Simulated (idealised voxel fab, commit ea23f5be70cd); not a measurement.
The document below concerns the process module designated voxel wiring stack.
Xsec cut, 180 nm wide, square cell size 5 nm.
Just so we're on the same page, the cross-sections are grids of square cells, and they're listed out in bands top to bottom, each band one or more rows deep. The band entry comprises the height of the band's top followed by the height of its bottom, expressed in nm, and subsequently the band's materials from left to right, each stated together with its width in nm. Where a single material is marked with the word "throughout", that material fills the band from edge to edge. The word "air" represents empty space. Below 0: as-received wafer, all one material; heights counted from there. Lowest band: no bottom, goes on down, written "from 0 down". A width given as "30..40" starts at the first number in the band's top row and ends at the second number in its bottom row, shifting by an equal amount at every step from row to row. Basically "nothing got changed" means that step didn't change any cell in the cross-section. Look at "Enclosed void list" for the closed voids: empty spaces with no open path to the top, sized 8 cells or up. Each is width x height at distance, distance from the left edge, all nm. after a step's settings: what the simulator itself notes on the step. "overlay nm" answers the question of how far to the right of plan the mask lay on a step that has a mask, and when it is negative the answer is to the left. Below you will find pairs of cross-sections. In each, one shows the wafer before one process step and the other after it, with the after view ending at the lowest band that changed. Under each pair is the step separating them, along with its settings. Do not assume the pairs form a chain: they can come from different runs of this module on the same starting wafer, and a pair continues from the pair above it only when its "Status quo ante" entry says so.

**Status quo ante**
* from 140 to 135 | 60 of TiN | 15 of air | 30 of TiN | 15 of air | 60 of TiN
* from 135 to 125 | 55 of SiO2 | 5 of TiN | 15 of air | 5 of TiN | 20 of SiO2 | 5 of TiN | 15 of air | 5 of TiN | 55 of SiO2
* from 125 to 120 | 55 of SiO2 | 5 of TiN | 5 of air | 15 of TiN | 20 of SiO2 | 25 of TiN | 55 of SiO2
* from 120 to 110 | 55 of SiO2 | 5 of TiN | 5 of air | 5 of TiN | 110 of SiO2
* from 110 to 105 | 55 of SiCN | 15 of TiN | 110 of SiCN
* from 105 to 95 | 55 of lowk | 5 of TiN | 15 of Cu | 5 of TiN | 20 of lowk | 5 of TiN | 15 of Cu | 5 of TiN | 55 of lowk
* from 95 to 90 | 55 of lowk | 5 of TiN | 5 of Cu | 15 of TiN | 20 of lowk | 25 of TiN | 55 of lowk
* from 90 to 80 | 55 of lowk | 5 of TiN | 5 of Cu | 5 of TiN | 110 of lowk
* from 80 to 75 | 55 of SiCN | 15 of TiN | 110 of SiCN
* from 75 to 60 | 55 of lowk | 5 of TiN | 15 of Cu | 5 of TiN | 20 of lowk | 5 of TiN | 15 of Cu | 5 of TiN | 55 of lowk
* from 60 to 55 | 55 of lowk | 5 of TiN | 5 of Cu | 15 of TiN | 20 of lowk | 5 of TiN | 5 of Cu | 15 of TiN | 55 of lowk
* from 55 to 45 | 55 of lowk | 5 of TiN | 5 of Cu | 5 of TiN | 30 of lowk | 5 of TiN | 5 of Cu | 5 of TiN | 65 of lowk
* from 45 to 40 | 55 of SiCN | 15 of TiN | 30 of SiCN | 15 of TiN | 65 of SiCN
* from 40 to 35 | 55 of SiN | 25 of TiN | 20 of SiN | 25 of TiN | 55 of SiN
* from 35 to 10 | W throughout
* from 10 to 0 | SiO2 throughout
* from 0 down | Si throughout
* Enclosed void list: none

**Result of Step**
* from 145 to 140 | Cu throughout
* from 140 to 135 | 60 of TiN | 15 of Cu | 30 of TiN | 15 of Cu | 60 of TiN
* from 135 to 125 | 55 of SiO2 | 5 of TiN | 15 of Cu | 5 of TiN | 20 of SiO2 | 5 of TiN | 15 of Cu | 5 of TiN | 55 of SiO2
* from 125 to 120 | 55 of SiO2 | 5 of TiN | 5 of Cu | 15 of TiN | 20 of SiO2 | 25 of TiN | 55 of SiO2
* from 120 to 110 | 55 of SiO2 | 5 of TiN | 5 of Cu | 5 of TiN | 110 of SiO2
* At heights below 110, the structure remains unaltered.
* Enclosed void list: none
Processing between the before and after sections above: FILL_DEP,material Cu,thk nm 5

Status quo ante: The structure entering this step is exactly what the pair just above shows after its step.

**Result of Step**
* from 135 to 125 | 55 of SiO2 | 5 of TiN | 15 of Cu | 5 of TiN | 20 of SiO2 | 5 of TiN | 15 of Cu | 5 of TiN | 55 of SiO2
* At heights below 125, the structure remains unaltered.
* Enclosed void list: none
Processing between the before and after sections above: CMP,height nm 135

Status quo ante: The structure entering this step is exactly what the pair just above shows after its step.

**Result of Step**
* from 140 to 135 | SiCN throughout
* At heights below 135, the structure remains unaltered.
* Enclosed void list: none
Processing between the before and after sections above: CONFORMAL_DEP,material SiCN,thk nm 5

**Status quo ante**
* from 45 to 40 | SiCN throughout
* from 40 to 15 | 50 of lowk | 5 of SiN | 25 of W | 5 of SiN | 10 of lowk | 5 of SiN | 25 of W | 5 of SiN | 50 of lowk
* from 15 to 10 | 55 of SiN | 25 of TiN | 20 of SiN | 25 of TiN | 55 of SiN
* from 10 to 0 | SiO2 throughout
* from 0 down | Si throughout
* Enclosed void list: none

**Result of Step**
* from 65 to 45 | lowk throughout
* At heights below 45, the structure remains unaltered.
* Enclosed void list: none
Processing between the before and after sections above: DIRECTIONAL_DEP,material lowk,thk nm 20

Status quo ante: The structure entering this step is exactly what the pair just above shows after its step.

**Result of Step**
* from 80 to 65 | aC throughout
* At heights below 65, the structure remains unaltered.
* Enclosed void list: none
Processing between the before and after sections above: DIRECTIONAL_DEP,material aC,thk nm 15

Status quo ante: The structure entering this step is exactly what the pair just above shows after its step.

**Result of Step**
* from 115 to 80 | 55 of resist | 15 of air | 30 of resist | 15 of air | 65 of resist
* At heights below 80, the structure remains unaltered.
* Enclosed void list: none
Processing between the before and after sections above: PATTERN,tone open,mask id METAL_2_HOLES,material resist,width nm 15,pitch nm 45,thk nm 35,overlay nm 0

Status quo ante: The structure entering this step is exactly what the pair just above shows after its step.

**Result of Step**
* from 100 to 80 | 55 of resist | 15 of air | 30 of resist | 15 of air | 65 of resist
* from 80 to 65 | 55 of aC | 15 of air | 30 of aC | 15 of air | 65 of aC
* At heights below 65, the structure remains unaltered.
* Enclosed void list: none
Processing between the before and after sections above: DIRECTIONAL_ETCH,etch materials aC,depth nm 15

Status quo ante: The structure entering this step is exactly what the pair just above shows after its step.

**Result of Step**
* from 80 to 65 | 55 of aC | 15 of air | 30 of aC | 15 of air | 65 of aC
* At heights below 65, the structure remains unaltered.
* Enclosed void list: none
Processing between the before and after sections above: STRIP,etch materials resist

Status quo ante: The structure entering this step is exactly what the pair just above shows after its step.

**Result of Step**
* from 80 to 65 | 55 of aC | 15 of air | 30 of aC | 15 of air | 65 of aC
* from 65 to 45 | 55 of lowk | 15 of air | 30 of lowk | 15 of air | 65 of lowk
* At heights below 45, the structure remains unaltered.
* Enclosed void list: none
Processing between the before and after sections above: DIRECTIONAL_ETCH,etch materials lowk,depth nm 30

Status quo ante: The structure entering this step is exactly what the pair just above shows after its step.

**Result of Step**
* from 65 to 45 | 55 of lowk | 15 of air | 30 of lowk | 15 of air | 65 of lowk
* At heights below 45, the structure remains unaltered.
* Enclosed void list: none
Processing between the before and after sections above: STRIP,etch materials aC

Status quo ante: The structure entering this step is exactly what the pair just above shows after its step.

**Result of Step**
* from 80 to 65 | 55 of aC | 15 of air | 30 of aC | 15 of air | 65 of aC
* from 65 to 60 | 55 of lowk | 15 of air | 30 of lowk | 15 of air | 65 of lowk
* from 60 to 45 | 55 of lowk | 15 of aC | 30 of lowk | 15 of aC | 65 of lowk
* At heights below 45, the structure remains unaltered.
* Enclosed void list: none
Processing between the before and after sections above: DIRECTIONAL_DEP,material aC,thk nm 15

Status quo ante: The structure entering this step is exactly what the pair just above shows after its step.

**Result of Step**
* from 110 to 80 | 55 of resist | 25 of air | 20 of resist | 25 of air | 55 of resist
* At heights below 80, the structure remains unaltered.
* Enclosed void list: none
Processing between the before and after sections above: PATTERN,tone open,mask id METAL_2,material resist,width nm 25,pitch nm 45,thk nm 30,overlay nm 0

Status quo ante: The structure entering this step is exactly what the pair just above shows after its step.

**Result of Step**
* from 95 to 80 | 55 of resist | 25 of air | 20 of resist | 25 of air | 55 of resist
* from 80 to 65 | 55 of aC | 25 of air | 20 of aC | 25 of air | 55 of aC
* from 65 to 45 | 55 of lowk | 15 of air | 30 of lowk | 15 of air | 65 of lowk
* At heights below 45, the structure remains unaltered.
* Enclosed void list: none
Processing between the before and after sections above: DIRECTIONAL_ETCH,etch materials aC,depth nm 15

Status quo ante: The structure entering this step is exactly what the pair just above shows after its step.

**Result of Step**
* from 80 to 65 | 55 of aC | 25 of air | 20 of aC | 25 of air | 55 of aC
* At heights below 65, the structure remains unaltered.
* Enclosed void list: none
Processing between the before and after sections above: STRIP,etch materials resist

Status quo ante: The structure entering this step is exactly what the pair just above shows after its step.

**Result of Step**
* from 80 to 65 | 55 of aC | 25 of air | 20 of aC | 25 of air | 55 of aC
* from 65 to 45 | 55 of lowk | 25 of air | 20 of lowk | 25 of air | 55 of lowk
* At heights below 45, the structure remains unaltered.
* Enclosed void list: none
Processing between the before and after sections above: DIRECTIONAL_ETCH,etch materials lowk,depth nm 20

Status quo ante: The structure entering this step is exactly what the pair just above shows after its step.

**Result of Step**
* from 80 to 65 | 55 of aC | 25 of air | 20 of aC | 25 of air | 55 of aC
* from 65 to 45 | 55 of lowk | 25 of air | 20 of lowk | 25 of air | 55 of lowk
* from 45 to 40 | 55 of SiCN | 25 of air | 20 of SiCN | 25 of air | 55 of SiCN
* At heights below 40, the structure remains unaltered.
* Enclosed void list: none
Processing between the before and after sections above: DIRECTIONAL_ETCH,etch materials SiCN,depth nm 5

Status quo ante: The structure entering this step is exactly what the pair just above shows after its step.

**Result of Step**
* from 65 to 45 | 55 of lowk | 25 of air | 20 of lowk | 25 of air | 55 of lowk
* At heights below 45, the structure remains unaltered.
* Enclosed void list: none
Processing between the before and after sections above: STRIP,etch materials aC

Status quo ante: The structure entering this step is exactly what the pair just above shows after its step.

**Result of Step**
* from 70 to 65 | 60 of TiN | 15 of air | 30 of TiN | 15 of air | 60 of TiN
* from 65 to 45 | 55 of lowk | 5 of TiN | 15 of air | 5 of TiN | 20 of lowk | 5 of TiN | 15 of air | 5 of TiN | 55 of lowk
* from 45 to 40 | 55 of SiCN | 25 of TiN | 20 of SiCN | 25 of TiN | 55 of SiCN
* At heights below 40, the structure remains unaltered.
* Enclosed void list: none
Processing between the before and after sections above: CONFORMAL_DEP,material TiN,thk nm 5

Status quo ante: The structure entering this step is exactly what the pair just above shows after its step.

**Result of Step**
* from 75 to 70 | Cu throughout
* from 70 to 65 | 60 of TiN | 15 of Cu | 30 of TiN | 15 of Cu | 60 of TiN
* from 65 to 45 | 55 of lowk | 5 of TiN | 15 of Cu | 5 of TiN | 20 of lowk | 5 of TiN | 15 of Cu | 5 of TiN | 55 of lowk
* At heights below 45, the structure remains unaltered.
* Enclosed void list: none
Processing between the before and after sections above: FILL_DEP,material Cu,thk nm 5

Status quo ante: The structure entering this step is exactly what the pair just above shows after its step.

**Result of Step**
* from 80 to 75 | SiCN throughout
* At heights below 75, the structure remains unaltered.
* Enclosed void list: none
Processing between the before and after sections above: CONFORMAL_DEP,material SiCN,thk nm 5

Status quo ante: The structure entering this step is exactly what the pair just above shows after its step.

**Result of Step**
* from 105 to 80 | lowk throughout
* At heights below 80, the structure remains unaltered.
* Enclosed void list: none
Processing between the before and after sections above: DIRECTIONAL_DEP,material lowk,thk nm 25

Status quo ante: The structure entering this step is exactly what the pair just above shows after its step.

**Result of Step**
* from 115 to 105 | aC throughout
* At heights below 105, the structure remains unaltered.
* Enclosed void list: none
Processing between the before and after sections above: DIRECTIONAL_DEP,material aC,thk nm 10

Status quo ante: The structure entering this step is exactly what the pair just above shows after its step.

**Result of Step**
* from 140 to 115 | 55 of resist | 15 of air | 110 of resist
* At heights below 115, the structure remains unaltered.
* Enclosed void list: none
Processing between the before and after sections above: PATTERN,tone open,mask id METAL_3_HOLES,material resist,width nm 15,thk nm 25,overlay nm 0

Status quo ante: The structure entering this step is exactly what the pair just above shows after its step.

**Result of Step**
* from 130 to 115 | 55 of resist | 15 of air | 110 of resist
* from 115 to 105 | 55 of aC | 15 of air | 110 of aC
* At heights below 105, the structure remains unaltered.
* Enclosed void list: none
Processing between the before and after sections above: DIRECTIONAL_ETCH,etch materials aC,depth nm 10

Status quo ante: The structure entering this step is exactly what the pair just above shows after its step.

**Result of Step**
* from 115 to 105 | 55 of aC | 15 of air | 110 of aC
* At heights below 105, the structure remains unaltered.
* Enclosed void list: none
Processing between the before and after sections above: STRIP,etch materials resist

Status quo ante: The structure entering this step is exactly what the pair just above shows after its step.

**Result of Step**
* from 115 to 105 | 55 of aC | 15 of air | 110 of aC
* from 105 to 80 | 55 of lowk | 15 of air | 110 of lowk
* At heights below 80, the structure remains unaltered.
* Enclosed void list: none
Processing between the before and after sections above: DIRECTIONAL_ETCH,etch materials lowk,depth nm 25

Status quo ante: The structure entering this step is exactly what the pair just above shows after its step.

**Result of Step**
* from 105 to 80 | 55 of lowk | 15 of air | 110 of lowk
* At heights below 80, the structure remains unaltered.
* Enclosed void list: none
Processing between the before and after sections above: STRIP,etch materials aC

Status quo ante: The structure entering this step is exactly what the pair just above shows after its step.

**Result of Step**
* from 125 to 105 | 55 of resist | 25 of air | 20 of resist | 25 of air | 55 of resist
* At heights below 105, the structure remains unaltered.
* Enclosed void list: none
Processing between the before and after sections above: PATTERN,tone open,mask id METAL_3,material resist,width nm 25,pitch nm 45,thk nm 20,overlay nm 0

Status quo ante: The structure entering this step is exactly what the pair just above shows after its step.

**Result of Step**
* from 125 to 105 | 55 of resist | 25 of air | 20 of resist | 25 of air | 55 of resist
* from 105 to 90 | 55 of lowk | 25 of air | 20 of lowk | 25 of air | 55 of lowk
* At heights below 90, the structure remains unaltered.
* Enclosed void list: none
Processing between the before and after sections above: DIRECTIONAL_ETCH,etch materials lowk,depth nm 15

Status quo ante: The structure entering this step is exactly what the pair just above shows after its step.

**Result of Step**
* from 125 to 105 | 55 of resist | 25 of air | 20 of resist | 25 of air | 55 of resist
* from 105 to 90 | 55 of lowk | 25 of air | 20 of lowk | 25 of air | 55 of lowk
* from 90 to 80 | 55 of lowk | 15 of air | 110 of lowk
* from 80 to 75 | 55 of SiCN | 15 of air | 110 of SiCN
* At heights below 75, the structure remains unaltered.
* Enclosed void list: none
Processing between the before and after sections above: DIRECTIONAL_ETCH,etch materials SiCN,depth nm 5

Status quo ante: The structure entering this step is exactly what the pair just above shows after its step.

**Result of Step**
* from 105 to 90 | 55 of lowk | 25 of air | 20 of lowk | 25 of air | 55 of lowk
* At heights below 90, the structure remains unaltered.
* Enclosed void list: none
Processing between the before and after sections above: STRIP,etch materials resist

Status quo ante: The structure entering this step is exactly what the pair just above shows after its step.

**Result of Step**
* from 110 to 105 | 60 of TiN | 15 of air | 30 of TiN | 15 of air | 60 of TiN
* from 105 to 95 | 55 of lowk | 5 of TiN | 15 of air | 5 of TiN | 20 of lowk | 5 of TiN | 15 of air | 5 of TiN | 55 of lowk
* from 95 to 90 | 55 of lowk | 5 of TiN | 5 of air | 15 of TiN | 20 of lowk | 25 of TiN | 55 of lowk
* from 90 to 80 | 55 of lowk | 5 of TiN | 5 of air | 5 of TiN | 110 of lowk
* from 80 to 75 | 55 of SiCN | 15 of TiN | 110 of SiCN
* At heights below 75, the structure remains unaltered.
* Enclosed void list: none
Processing between the before and after sections above: CONFORMAL_DEP,material TiN,thk nm 5

Status quo ante: The structure entering this step is exactly what the pair just above shows after its step.

**Result of Step**
* from 120 to 110 | Cu throughout
* from 110 to 105 | 60 of TiN | 15 of Cu | 30 of TiN | 15 of Cu | 60 of TiN
* from 105 to 95 | 55 of lowk | 5 of TiN | 15 of Cu | 5 of TiN | 20 of lowk | 5 of TiN | 15 of Cu | 5 of TiN | 55 of lowk
* from 95 to 90 | 55 of lowk | 5 of TiN | 5 of Cu | 15 of TiN | 20 of lowk | 25 of TiN | 55 of lowk
* from 90 to 80 | 55 of lowk | 5 of TiN | 5 of Cu | 5 of TiN | 110 of lowk
* At heights below 80, the structure remains unaltered.
* Enclosed void list: none
Processing between the before and after sections above: FILL_DEP,material Cu,thk nm 10

Status quo ante: The structure entering this step is exactly what the pair just above shows after its step.

**Result of Step**
* from 105 to 95 | 55 of lowk | 5 of TiN | 15 of Cu | 5 of TiN | 20 of lowk | 5 of TiN | 15 of Cu | 5 of TiN | 55 of lowk
* At heights below 95, the structure remains unaltered.
* Enclosed void list: none
Processing between the before and after sections above: CMP,height nm 105

Status quo ante: The structure entering this step is exactly what the pair just above shows after its step.

**Result of Step**
* from 110 to 105 | SiCN throughout
* At heights below 105, the structure remains unaltered.
* Enclosed void list: none
Processing between the before and after sections above: CONFORMAL_DEP,material SiCN,thk nm 5

Status quo ante: The structure entering this step is exactly what the pair just above shows after its step.

**Result of Step**
* from 135 to 110 | SiO2 throughout
* At heights below 110, the structure remains unaltered.
* Enclosed void list: none
Processing between the before and after sections above: DIRECTIONAL_DEP,material SiO2,thk nm 25

Status quo ante: The structure entering this step is exactly what the pair just above shows after its step.

**Result of Step**
* from 135 to 110 | 55 of SiO2 | 15 of air | 110 of SiO2
* At heights below 110, the structure remains unaltered.
* Enclosed void list: none
Processing between the before and after sections above: MASKED_ETCH,tone open,mask id METAL_4_HOLES,width nm 15,etch materials SiO2,depth nm 25,overlay nm 0

Status quo ante: The structure entering this step is exactly what the pair just above shows after its step.

**Result of Step**
* from 150 to 135 | 55 of aC | 15 of air | 110 of aC
* from 135 to 125 | 55 of SiO2 | 15 of air | 110 of SiO2
* from 125 to 110 | 55 of SiO2 | 15 of aC | 110 of SiO2
* At heights below 110, the structure remains unaltered.
* Enclosed void list: none
Processing between the before and after sections above: DIRECTIONAL_DEP,material aC,thk nm 15

Status quo ante: The structure entering this step is exactly what the pair just above shows after its step.

**Result of Step**
* from 185 to 150 | 55 of resist | 25 of air | 20 of resist | 25 of air | 55 of resist
* At heights below 150, the structure remains unaltered.
* Enclosed void list: none
Processing between the before and after sections above: PATTERN,tone open,mask id METAL_4,material resist,width nm 25,pitch nm 45,thk nm 35,overlay nm 0

Status quo ante: The structure entering this step is exactly what the pair just above shows after its step.

**Result of Step**
* from 170 to 150 | 55 of resist | 25 of air | 20 of resist | 25 of air | 55 of resist
* from 150 to 135 | 55 of aC | 25 of air | 20 of aC | 25 of air | 55 of aC
* from 135 to 110 | 55 of SiO2 | 15 of air | 110 of SiO2
* At heights below 110, the structure remains unaltered.
* Enclosed void list: none
Processing between the before and after sections above: DIRECTIONAL_ETCH,etch materials aC,depth nm 15

Status quo ante: The structure entering this step is exactly what the pair just above shows after its step.

**Result of Step**
* from 150 to 135 | 55 of aC | 25 of air | 20 of aC | 25 of air | 55 of aC
* At heights below 135, the structure remains unaltered.
* Enclosed void list: none
Processing between the before and after sections above: STRIP,etch materials resist

Status quo ante: The structure entering this step is exactly what the pair just above shows after its step.

**Result of Step**
* from 150 to 135 | 55 of aC | 25 of air | 20 of aC | 25 of air | 55 of aC
* from 135 to 120 | 55 of SiO2 | 25 of air | 20 of SiO2 | 25 of air | 55 of SiO2
* At heights below 120, the structure remains unaltered.
* Enclosed void list: none
Processing between the before and after sections above: DIRECTIONAL_ETCH,etch materials SiO2,depth nm 15

Status quo ante: The structure entering this step is exactly what the pair just above shows after its step.

**Result of Step**
* from 150 to 135 | 55 of aC | 25 of air | 20 of aC | 25 of air | 55 of aC
* from 135 to 120 | 55 of SiO2 | 25 of air | 20 of SiO2 | 25 of air | 55 of SiO2
* from 120 to 110 | 55 of SiO2 | 15 of air | 110 of SiO2
* from 110 to 105 | 55 of SiCN | 15 of air | 110 of SiCN
* At heights below 105, the structure remains unaltered.
* Enclosed void list: none
Processing between the before and after sections above: DIRECTIONAL_ETCH,etch materials SiCN,depth nm 5

Status quo ante: The structure entering this step is exactly what the pair just above shows after its step.

**Result of Step**
* from 135 to 120 | 55 of SiO2 | 25 of air | 20 of SiO2 | 25 of air | 55 of SiO2
* At heights below 120, the structure remains unaltered.
* Enclosed void list: none
Processing between the before and after sections above: STRIP,etch materials aC

Status quo ante: The structure entering this step is exactly what the pair just above shows after its step.

**Result of Step**
* from 140 to 135 | 60 of TiN | 15 of air | 30 of TiN | 15 of air | 60 of TiN
* from 135 to 125 | 55 of SiO2 | 5 of TiN | 15 of air | 5 of TiN | 20 of SiO2 | 5 of TiN | 15 of air | 5 of TiN | 55 of SiO2
* from 125 to 120 | 55 of SiO2 | 5 of TiN | 5 of air | 15 of TiN | 20 of SiO2 | 25 of TiN | 55 of SiO2
* from 120 to 110 | 55 of SiO2 | 5 of TiN | 5 of air | 5 of TiN | 110 of SiO2
* from 110 to 105 | 55 of SiCN | 15 of TiN | 110 of SiCN
* At heights below 105, the structure remains unaltered.
* Enclosed void list: none
Processing between the before and after sections above: CONFORMAL_DEP,material TiN,thk nm 5

Status quo ante: The structure entering this step is exactly what the pair just above shows after its step.

**Result of Step**
* from 145 to 140 | Cu throughout
* from 140 to 135 | 60 of TiN | 15 of Cu | 30 of TiN | 15 of Cu | 60 of TiN
* from 135 to 125 | 55 of SiO2 | 5 of TiN | 15 of Cu | 5 of TiN | 20 of SiO2 | 5 of TiN | 15 of Cu | 5 of TiN | 55 of SiO2
* from 125 to 120 | 55 of SiO2 | 5 of TiN | 5 of Cu | 15 of TiN | 20 of SiO2 | 25 of TiN | 55 of SiO2
* from 120 to 110 | 55 of SiO2 | 5 of TiN | 5 of Cu | 5 of TiN | 110 of SiO2
* At heights below 110, the structure remains unaltered.
* Enclosed void list: none
Processing between the before and after sections above: FILL_DEP,material Cu,thk nm 5

Status quo ante: The structure entering this step is exactly what the pair just above shows after its step.

**Result of Step**
* from 135 to 125 | 55 of SiO2 | 5 of TiN | 15 of Cu | 5 of TiN | 20 of SiO2 | 5 of TiN | 15 of Cu | 5 of TiN | 55 of SiO2
* At heights below 125, the structure remains unaltered.
* Enclosed void list: none
Processing between the before and after sections above: CMP,height nm 135

Status quo ante: The structure entering this step is exactly what the pair just above shows after its step.

**Result of Step**
* from 140 to 135 | SiCN throughout
* At heights below 135, the structure remains unaltered.
* Enclosed void list: none
Processing between the before and after sections above: CONFORMAL_DEP,material SiCN,thk nm 5

**Status quo ante**
* from 105 to 80 | 55 of lowk | 15 of air | 110 of lowk
* from 80 to 75 | SiCN throughout
* from 75 to 60 | 55 of lowk | 5 of TiN | 15 of Cu | 5 of TiN | 20 of lowk | 5 of TiN | 15 of Cu | 5 of TiN | 55 of lowk
* from 60 to 55 | 55 of lowk | 5 of TiN | 5 of Cu | 15 of TiN | 20 of lowk | 5 of TiN | 5 of Cu | 15 of TiN | 55 of lowk
* from 55 to 45 | 55 of lowk | 5 of TiN | 5 of Cu | 5 of TiN | 30 of lowk | 5 of TiN | 5 of Cu | 5 of TiN | 65 of lowk
* from 45 to 40 | 55 of SiCN | 15 of TiN | 30 of SiCN | 15 of TiN | 65 of SiCN
* from 40 to 15 | 50 of lowk | 5 of SiN | 25 of W | 5 of SiN | 10 of lowk | 5 of SiN | 25 of W | 5 of SiN | 50 of lowk
* from 15 to 10 | 55 of SiN | 25 of TiN | 20 of SiN | 25 of TiN | 55 of SiN
* from 10 to 0 | SiO2 throughout
* from 0 down | Si throughout
* Enclosed void list: none

**Result of Step**
* from 125 to 105 | 60 of resist | 20 of air | 25 of resist | 20 of air | 55 of resist
* from 105 to 80 | 55 of lowk | 5 of resist | 10 of air | 110 of lowk
* At heights below 80, the structure remains unaltered.
* Enclosed void list: none
Processing between the before and after sections above: PATTERN,tone open,mask id METAL_3,material resist,width nm 20,pitch nm 45,thk nm 20,overlay nm 0

Status quo ante: The structure entering this step is exactly what the pair just above shows after its step.

**Result of Step**
* from 125 to 105 | 60 of resist | 20 of air | 25 of resist | 20 of air | 55 of resist
* from 105 to 90 | 55 of lowk | 5 of resist | 20 of air | 25 of lowk | 20 of air | 55 of lowk
* At heights below 90, the structure remains unaltered.
* Enclosed void list: none
Processing between the before and after sections above: DIRECTIONAL_ETCH,etch materials lowk,depth nm 15

Status quo ante: The structure entering this step is exactly what the pair just above shows after its step.

**Result of Step**
* from 125 to 105 | 60 of resist | 20 of air | 25 of resist | 20 of air | 55 of resist
* from 105 to 90 | 55 of lowk | 5 of resist | 20 of air | 25 of lowk | 20 of air | 55 of lowk
* from 90 to 80 | 55 of lowk | 5 of resist | 10 of air | 110 of lowk
* from 80 to 75 | 60 of SiCN | 10 of air | 110 of SiCN
* At heights below 75, the structure remains unaltered.
* Enclosed void list: none
Processing between the before and after sections above: DIRECTIONAL_ETCH,etch materials SiCN,depth nm 5

Status quo ante: The structure entering this step is exactly what the pair just above shows after its step.

**Result of Step**
* from 105 to 90 | 55 of lowk | 25 of air | 25 of lowk | 20 of air | 55 of lowk
* from 90 to 80 | 55 of lowk | 15 of air | 110 of lowk
* At heights below 80, the structure remains unaltered.
* Enclosed void list: none
Processing between the before and after sections above: STRIP,etch materials resist

Status quo ante: The structure entering this step is exactly what the pair just above shows after its step.

**Result of Step**
* from 110 to 105 | 60 of TiN | 15 of air | 35 of TiN | 10 of air | 60 of TiN
* from 105 to 95 | 55 of lowk | 5 of TiN | 15 of air | 5 of TiN | 25 of lowk | 5 of TiN | 10 of air | 5 of TiN | 55 of lowk
* from 95 to 90 | 55 of lowk | 5 of TiN | 5 of air | 15 of TiN | 25 of lowk | 20 of TiN | 55 of lowk
* from 90 to 85 | 55 of lowk | 5 of TiN | 5 of air | 5 of TiN | 110 of lowk
* from 85 to 80 | 55 of lowk | 15 of TiN | 110 of lowk
* from 80 to 75 | 60 of SiCN | 10 of TiN | 110 of SiCN
* At heights below 75, the structure remains unaltered.
* Enclosed void list: none
Processing between the before and after sections above: CONFORMAL_DEP,material TiN,thk nm 5

Status quo ante: The structure entering this step is exactly what the pair just above shows after its step.

**Result of Step**
* from 120 to 110 | Cu throughout
* from 110 to 105 | 60 of TiN | 15 of Cu | 35 of TiN | 10 of Cu | 60 of TiN
* from 105 to 95 | 55 of lowk | 5 of TiN | 15 of Cu | 5 of TiN | 25 of lowk | 5 of TiN | 10 of Cu | 5 of TiN | 55 of lowk
* from 95 to 90 | 55 of lowk | 5 of TiN | 5 of Cu | 15 of TiN | 25 of lowk | 20 of TiN | 55 of lowk
* from 90 to 85 | 55 of lowk | 5 of TiN | 5 of Cu | 5 of TiN | 110 of lowk
* At heights below 85, the structure remains unaltered.
* Enclosed void list: none
Processing between the before and after sections above: FILL_DEP,material Cu,thk nm 10

Status quo ante: The structure entering this step is exactly what the pair just above shows after its step.

**Result of Step**
* from 105 to 95 | 55 of lowk | 5 of TiN | 15 of Cu | 5 of TiN | 25 of lowk | 5 of TiN | 10 of Cu | 5 of TiN | 55 of lowk
* At heights below 95, the structure remains unaltered.
* Enclosed void list: none
Processing between the before and after sections above: CMP,height nm 105

Status quo ante: The structure entering this step is exactly what the pair just above shows after its step.

**Result of Step**
* from 110 to 105 | SiCN throughout
* At heights below 105, the structure remains unaltered.
* Enclosed void list: none
Processing between the before and after sections above: CONFORMAL_DEP,material SiCN,thk nm 5

Status quo ante: The structure entering this step is exactly what the pair just above shows after its step.

**Result of Step**
* from 135 to 110 | SiO2 throughout
* At heights below 110, the structure remains unaltered.
* Enclosed void list: none
Processing between the before and after sections above: DIRECTIONAL_DEP,material SiO2,thk nm 25

Status quo ante: The structure entering this step is exactly what the pair just above shows after its step.

**Result of Step**
* from 135 to 110 | 55 of SiO2 | 15 of air | 110 of SiO2
* At heights below 110, the structure remains unaltered.
* Enclosed void list: none
Processing between the before and after sections above: MASKED_ETCH,tone open,mask id METAL_4_HOLES,width nm 15,etch materials SiO2,depth nm 25,overlay nm 0

Status quo ante: The structure entering this step is exactly what the pair just above shows after its step.

**Result of Step**
* from 150 to 135 | 55 of aC | 15 of air | 110 of aC
* from 135 to 125 | 55 of SiO2 | 15 of air | 110 of SiO2
* from 125 to 110 | 55 of SiO2 | 15 of aC | 110 of SiO2
* At heights below 110, the structure remains unaltered.
* Enclosed void list: none
Processing between the before and after sections above: DIRECTIONAL_DEP,material aC,thk nm 15

Status quo ante: The structure entering this step is exactly what the pair just above shows after its step.

**Result of Step**
* from 185 to 150 | 55 of resist | 25 of air | 20 of resist | 25 of air | 55 of resist
* At heights below 150, the structure remains unaltered.
* Enclosed void list: none
Processing between the before and after sections above: PATTERN,tone open,mask id METAL_4,material resist,width nm 25,pitch nm 45,thk nm 35,overlay nm 0

Status quo ante: The structure entering this step is exactly what the pair just above shows after its step.

**Result of Step**
* from 170 to 150 | 55 of resist | 25 of air | 20 of resist | 25 of air | 55 of resist
* from 150 to 135 | 55 of aC | 25 of air | 20 of aC | 25 of air | 55 of aC
* from 135 to 110 | 55 of SiO2 | 15 of air | 110 of SiO2
* At heights below 110, the structure remains unaltered.
* Enclosed void list: none
Processing between the before and after sections above: DIRECTIONAL_ETCH,etch materials aC,depth nm 15

Status quo ante: The structure entering this step is exactly what the pair just above shows after its step.

**Result of Step**
* from 150 to 135 | 55 of aC | 25 of air | 20 of aC | 25 of air | 55 of aC
* At heights below 135, the structure remains unaltered.
* Enclosed void list: none
Processing between the before and after sections above: STRIP,etch materials resist

Status quo ante: The structure entering this step is exactly what the pair just above shows after its step.

**Result of Step**
* from 150 to 135 | 55 of aC | 25 of air | 20 of aC | 25 of air | 55 of aC
* from 135 to 120 | 55 of SiO2 | 25 of air | 20 of SiO2 | 25 of air | 55 of SiO2
* At heights below 120, the structure remains unaltered.
* Enclosed void list: none
Processing between the before and after sections above: DIRECTIONAL_ETCH,etch materials SiO2,depth nm 15

Status quo ante: The structure entering this step is exactly what the pair just above shows after its step.

**Result of Step**
* from 150 to 135 | 55 of aC | 25 of air | 20 of aC | 25 of air | 55 of aC
* from 135 to 120 | 55 of SiO2 | 25 of air | 20 of SiO2 | 25 of air | 55 of SiO2
* from 120 to 110 | 55 of SiO2 | 15 of air | 110 of SiO2
* from 110 to 105 | 55 of SiCN | 15 of air | 110 of SiCN
* At heights below 105, the structure remains unaltered.
* Enclosed void list: none
Processing between the before and after sections above: DIRECTIONAL_ETCH,etch materials SiCN,depth nm 5

Status quo ante: The structure entering this step is exactly what the pair just above shows after its step.

**Result of Step**
* from 135 to 120 | 55 of SiO2 | 25 of air | 20 of SiO2 | 25 of air | 55 of SiO2
* At heights below 120, the structure remains unaltered.
* Enclosed void list: none
Processing between the before and after sections above: STRIP,etch materials aC
